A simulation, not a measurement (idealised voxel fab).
This is a process module. Its name is voxel capacitor over wiring.
Pictured: cross-section cut, 275 nm wide, on a grid of 5 nm square cells.
Reading order for cross-sections: top band down to bottom band. Underlying form: a grid of square cells. Band size: one or more rows of cells.
For a band, the entry starts with two heights in nm, that of the top and then that of the bottom, and carries on with the band's materials in order from left to right, each alongside its width in nm; the word "full width" beside a single material means it fills the band edge to edge, and "blank" means empty space.
Ref level 0: as-received wafer is one material below here. Bottom band extends down with no lower bound ("top 0, no bottom").
So if you see something like "30->40" for the width, read it as the top row of the band sitting at the first number and the bottom row at the second, with every row in between moving by the same amount as the last.
When a step is marked "all unchanged", none of the cells in the cross-section changed during that step.
Closed-off voids of 8+ cells (no open route to the top) go in "Enclosed void listing", written width x height at distance from the left edge, in nm.
Past the settings on a step's line: simulator remark, on that step.
"overlay nm" denotes, for a step that has a mask, the displacement of the mask to the right of its planned place, with negative values corresponding to the left.
**So here's the lineup of process steps we planned**
1 op RECEIVE | material Si
2 op CONFORMAL_DEP | material SiO2 | thk nm 10
3 op CONFORMAL_DEP | material SiCN | thk nm 5
4 op DIRECTIONAL_DEP | material lowk | thk nm 20
5 op MASKED_ETCH | tone open | mask id METAL_1 | width nm 30 | pitch nm 90 | etch materials lowk | depth nm 20 | overlay nm 0
6 op MASKED_ETCH | tone open | mask id METAL_1 | width nm 30 | pitch nm 90 | etch materials SiCN | depth nm 5 | overlay nm 0
7 op CONFORMAL_DEP | material TiN | thk nm 5
8 op FILL_DEP | material Cu | thk nm 5
9 op CMP | height nm 35
10 op CONFORMAL_DEP | material SiCN | thk nm 5
11 op DIRECTIONAL_DEP | material SiO2 | thk nm 15
12 op PATTERN | tone open | mask id PLUG_1 | material resist | width nm 15 | thk nm 20 | overlay nm 0
13 op DIRECTIONAL_ETCH | etch materials SiO2 | depth nm 15
14 op DIRECTIONAL_ETCH | etch materials SiCN | depth nm 5
15 op STRIP | etch materials resist
16 op CONFORMAL_DEP | material TiN | thk nm 5
17 op FILL_DEP | material Ru | thk nm 10
18 op CMP | height nm 55
19 op DIRECTIONAL_DEP | material TiN | thk nm 5
20 op DIRECTIONAL_DEP | material SiN | thk nm 5
21 op DIRECTIONAL_DEP | material TiN | thk nm 5
22 op MASKED_ETCH | tone cover | mask id UPPER_PLATE | width nm 65 | etch materials TiN | depth nm 5 | overlay nm 0
23 op MASKED_ETCH | tone cover | mask id UPPER_PLATE | width nm 65 | etch materials SiN | depth nm 5 | overlay nm 0
24 op PATTERN | tone cover | mask id LOWER_PLATE | material resist | width nm 75 | thk nm 15 | overlay nm 0
25 op DIRECTIONAL_ETCH | etch materials TiN | depth nm 5
26 op STRIP | etch materials resist
27 op FILL_DEP | material SiO2 | thk nm 20
28 op CMP | height nm 85
29 op MASKED_ETCH | tone open | mask id PLUG_2 | width nm 15 | etch materials SiO2 | depth nm 15 | overlay nm 0
30 op CONFORMAL_DEP | material TiN | thk nm 5
31 op FILL_DEP | material Ru | thk nm 5
32 op CMP | height nm 85
33 op CONFORMAL_DEP | material SiN | thk nm 5
**First of the two wafers, run per plan**
**The cross-section here shows the wafer as received, i.e. in its state after step 1**
* top 0, no bottom = Si full width
* Enclosed void listing: none
**Cross-section of the wafer subsequent to step 2**
* top 10, bottom 0 = SiO2 full width
* below 0: unchanged
**Cross-section of the wafer subsequent to step 3**
* top 15, bottom 10 = SiCN full width
* below 10: unchanged
**Cross-section of the wafer subsequent to step 4**
* top 35, bottom 15 = lowk full width
* below 15: unchanged
**Cross-section of the wafer subsequent to step 5**
* top 35, bottom 15 = lowk: 75  blank: 30  lowk: 60  blank: 30  lowk: 80
* below 15: unchanged
**Cross-section of the wafer subsequent to step 6**
* top 35, bottom 15 = lowk: 75  blank: 30  lowk: 60  blank: 30  lowk: 80
* top 15, bottom 10 = SiCN: 75  blank: 30  SiCN: 60  blank: 30  SiCN: 80
* below 10: unchanged
**Cross-section of the wafer subsequent to step 7**
* top 40, bottom 35 = TiN: 80  blank: 20  TiN: 70  blank: 20  TiN: 85
* top 35, bottom 15 = lowk: 75  TiN: 5  blank: 20  TiN: 5  lowk: 60  TiN: 5  blank: 20  TiN: 5  lowk: 80
* top 15, bottom 10 = SiCN: 75  TiN: 30  SiCN: 60  TiN: 30  SiCN: 80
* below 10: unchanged
**Cross-section of the wafer subsequent to step 8**
* top 45, bottom 40 = Cu full width
* top 40, bottom 35 = TiN: 80  Cu: 20  TiN: 70  Cu: 20  TiN: 85
* top 35, bottom 15 = lowk: 75  TiN: 5  Cu: 20  TiN: 5  lowk: 60  TiN: 5  Cu: 20  TiN: 5  lowk: 80
* below 15: unchanged
**Cross-section of the wafer subsequent to step 9**
* top 35, bottom 15 = lowk: 75  TiN: 5  Cu: 20  TiN: 5  lowk: 60  TiN: 5  Cu: 20  TiN: 5  lowk: 80
* below 15: unchanged
**Cross-section of the wafer subsequent to step 10**
* top 40, bottom 35 = SiCN full width
* below 35: unchanged
**Cross-section of the wafer subsequent to step 11**
* top 55, bottom 40 = SiO2 full width
* below 40: unchanged
**Cross-section of the wafer subsequent to step 12**
* top 75, bottom 55 = resist: 90  blank: 15  resist: 170
* below 55: unchanged
**Cross-section of the wafer subsequent to step 13**
* top 75, bottom 55 = resist: 90  blank: 15  resist: 170
* top 55, bottom 40 = SiO2: 90  blank: 15  SiO2: 170
* below 40: unchanged
**Cross-section of the wafer subsequent to step 14**
* top 75, bottom 55 = resist: 90  blank: 15  resist: 170
* top 55, bottom 40 = SiO2: 90  blank: 15  SiO2: 170
* top 40, bottom 35 = SiCN: 90  blank: 15  SiCN: 170
* below 35: unchanged
**Cross-section of the wafer subsequent to step 15**
* top 55, bottom 40 = SiO2: 90  blank: 15  SiO2: 170
* below 40: unchanged
**Cross-section of the wafer subsequent to step 16**
* top 60, bottom 55 = TiN: 95  blank: 5  TiN: 175
* top 55, bottom 40 = SiO2: 90  TiN: 5  blank: 5  TiN: 5  SiO2: 170
* top 40, bottom 35 = SiCN: 90  TiN: 15  SiCN: 170
* below 35: unchanged
**Cross-section of the wafer subsequent to step 17**
* top 70, bottom 60 = Ru full width
* top 60, bottom 55 = TiN: 95  Ru: 5  TiN: 175
* top 55, bottom 40 = SiO2: 90  TiN: 5  Ru: 5  TiN: 5  SiO2: 170
* below 40: unchanged
**Cross-section of the wafer subsequent to step 18**
* top 55, bottom 40 = SiO2: 90  TiN: 5  Ru: 5  TiN: 5  SiO2: 170
* below 40: unchanged
**Cross-section of the wafer subsequent to step 19**
* top 60, bottom 55 = TiN full width
* below 55: unchanged
**Cross-section of the wafer subsequent to step 20**
* top 65, bottom 60 = SiN full width
* below 60: unchanged
**Cross-section of the wafer subsequent to step 21**
* top 70, bottom 65 = TiN full width
* below 65: unchanged
**Cross-section of the wafer subsequent to step 22**
* top 70, bottom 65 = blank: 90  TiN: 65  blank: 120
* below 65: unchanged
**Cross-section of the wafer subsequent to step 23**
* top 70, bottom 65 = blank: 90  TiN: 65  blank: 120
* top 65, bottom 60 = blank: 90  SiN: 65  blank: 120
* below 60: unchanged
**Cross-section of the wafer subsequent to step 24**
* top 85, bottom 70 = blank: 85  resist: 75  blank: 115
* top 70, bottom 65 = blank: 85  resist: 5  TiN: 65  resist: 5  blank: 115
* top 65, bottom 60 = blank: 85  resist: 5  SiN: 65  resist: 5  blank: 115
* below 60: unchanged
**Cross-section of the wafer subsequent to step 25**
* top 85, bottom 70 = blank: 85  resist: 75  blank: 115
* top 70, bottom 65 = blank: 85  resist: 5  TiN: 65  resist: 5  blank: 115
* top 65, bottom 60 = blank: 85  resist: 5  SiN: 65  resist: 5  blank: 115
* top 60, bottom 55 = blank: 85  TiN: 75  blank: 115
* below 55: unchanged
**Cross-section of the wafer subsequent to step 26**
* top 70, bottom 65 = blank: 90  TiN: 65  blank: 120
* top 65, bottom 60 = blank: 90  SiN: 65  blank: 120
* below 60: unchanged
**Cross-section of the wafer subsequent to step 27**
* top 90, bottom 70 = SiO2 full width
* top 70, bottom 65 = SiO2: 90  TiN: 65  SiO2: 120
* top 65, bottom 60 = SiO2: 90  SiN: 65  SiO2: 120
* top 60, bottom 55 = SiO2: 85  TiN: 75  SiO2: 115
* below 55: unchanged
**Cross-section of the wafer subsequent to step 28**
* top 85, bottom 70 = SiO2 full width
* below 70: unchanged
**Cross-section of the wafer subsequent to step 29**
* top 85, bottom 70 = SiO2: 100  blank: 15  SiO2: 160
* below 70: unchanged
**Cross-section of the wafer subsequent to step 30**
* top 90, bottom 85 = TiN: 105  blank: 5  TiN: 165
* top 85, bottom 75 = SiO2: 100  TiN: 5  blank: 5  TiN: 5  SiO2: 160
* top 75, bottom 65 = SiO2: 100->90  TiN: 15->65  SiO2: 160->120
* below 65: unchanged
**Cross-section of the wafer subsequent to step 31**
* top 95, bottom 90 = Ru full width
* top 90, bottom 85 = TiN: 105  Ru: 5  TiN: 165
* top 85, bottom 75 = SiO2: 100  TiN: 5  Ru: 5  TiN: 5  SiO2: 160
* below 75: unchanged
**Cross-section of the wafer subsequent to step 32**
* top 85, bottom 75 = SiO2: 100  TiN: 5  Ru: 5  TiN: 5  SiO2: 160
* below 75: unchanged
**Cross-section of the wafer subsequent to step 33**
* top 90, bottom 85 = SiN full width
* below 85: unchanged
**Okay, second wafer. Nothing different at the start, nothing different in the plan, just one mistake somewhere in the running. As far as step 28, counting that step, it's the first wafer all over again**
**The second wafer cut through, at the time step 29 was supposed to be finished**
* top 85, bottom 70 = SiO2: 100  blank: 15  SiO2: 160
* below 70: unchanged
**The second wafer cut through, at the time step 30 was supposed to be finished**
* top 90, bottom 85 = TiN: 105  blank: 5  TiN: 165
* top 85, bottom 75 = SiO2: 100  TiN: 5  blank: 5  TiN: 5  SiO2: 160
* top 75, bottom 65 = SiO2: 100->90  TiN: 15->65  SiO2: 160->120
* below 65: unchanged
**The second wafer cut through, at the time step 31 was supposed to be finished**
* top 95, bottom 90 = Ru full width
* top 90, bottom 85 = TiN: 105  Ru: 5  TiN: 165
* top 85, bottom 75 = SiO2: 100  TiN: 5  Ru: 5  TiN: 5  SiO2: 160
* below 75: unchanged
**The second wafer cut through, at the time step 32 was supposed to be finished**
* top 85, bottom 75 = SiO2: 100  TiN: 5  Ru: 5  TiN: 5  SiO2: 160
* below 75: unchanged
**The second wafer cut through, at the time step 33 was supposed to be finished**
* top 90, bottom 85 = SiN full width
* below 85: unchanged
Heads up, the wafer didn't run the way we planned it: step 29 of the plan was executed twice over
At process end the two wafers are indistinguishable in cross-section, so the error does not change what this model computes.
